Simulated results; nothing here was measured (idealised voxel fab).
Herein follows the process module entitled voxel ribs on slabs.
Section cut is 270 nm wide and gridded with 5 nm square cells.
A cross-section is a grid of square cells, given in bands from the top down. A band is one or more rows of cells.
In this notation a band is specified by the heights of its top and bottom, in that order and in nm, after which its materials appear from left to right, each paired with its width in nm. The word "everywhere" attached to a single material means that material fills the band from edge to edge; the word "empty" stands for empty space.
Below 0: as-received wafer, all one material; heights counted from there. Lowest band: no bottom, goes on down, written "z 0 and below".
Width "30 to 40": first value at the band's top row of cells, second value at its bottom row, equal change from row to row.
Step marked "no modifications"? Then no cell in the cross-section changed in it.
The list in "Cavities, closed" covers empty spaces of 8 cells or more that cannot reach the top through any open way, and it gives each as width x height at distance; the distance is from the left edge, and width, height and distance are in nm.
It should be noted that, on the line of a given step, the content following the step's settings is a remark produced by the simulator itself with respect to that step.
What "overlay nm" on a step's line means: if the step has a mask, that mask lay this far to the right of its planned place, or, when the value is negative, to the left.

So here's the lineup of process steps we planned
1: RECEIVE [material Si]
2: DIRECTIONAL_DEP [material SiO2] [thk nm 30]
3: DIRECTIONAL_DEP [material SiN] [thk nm 20]
4: DIRECTIONAL_DEP [material aC] [thk nm 10]
5: PATTERN [tone cover] [mask id RIB] [material resist] [width nm 15] [thk nm 30] [overlay nm 0]
6: DIRECTIONAL_ETCH [etch materials aC] [depth nm 10]
7: STRIP [etch materials resist]
8: DIRECTIONAL_ETCH [etch materials SiN] [depth nm 15]
9: STRIP [etch materials aC]
10: MASKED_ETCH [tone cover] [mask id SLAB] [width nm 75] [etch materials SiN] [depth nm 5] [overlay nm 0]
11: FILL_DEP [material SiO2] [thk nm 25]
12: CMP [height nm 70]
13: DIRECTIONAL_DEP [material W] [thk nm 5]
14: MASKED_ETCH [tone cover] [mask id HEATER] [width nm 25] [etch materials W] [depth nm 5] [overlay nm 0]
15: CONFORMAL_DEP [material SiO2] [thk nm 5]

As-received state of the wafer in cross-section, equivalent to post-step 1
  z 0 and below: Si everywhere
  Cavities, closed: none

Here's the wafer cut in cross-section after the module, started and planned just like above, except one thing was done wrong in the run
  z 80 to 75: 115 of empty; 35 of SiO2; 120 of empty
  z 75 to 70: 120 of SiO2; 25 of W; 125 of SiO2
  z 70 to 50: SiO2 everywhere
  z 50 to 35: 125 of SiO2; 15 of SiN; 130 of SiO2
  z 35 to 30: 95 of SiO2; 75 of SiN; 100 of SiO2
  z 30 to 0: aC everywhere
  z 0 and below: Si everywhere
  Cavities, closed: none
Run error: step 2 changed vs plan, executed as DIRECTIONAL_DEP [material aC] [thk nm 30]
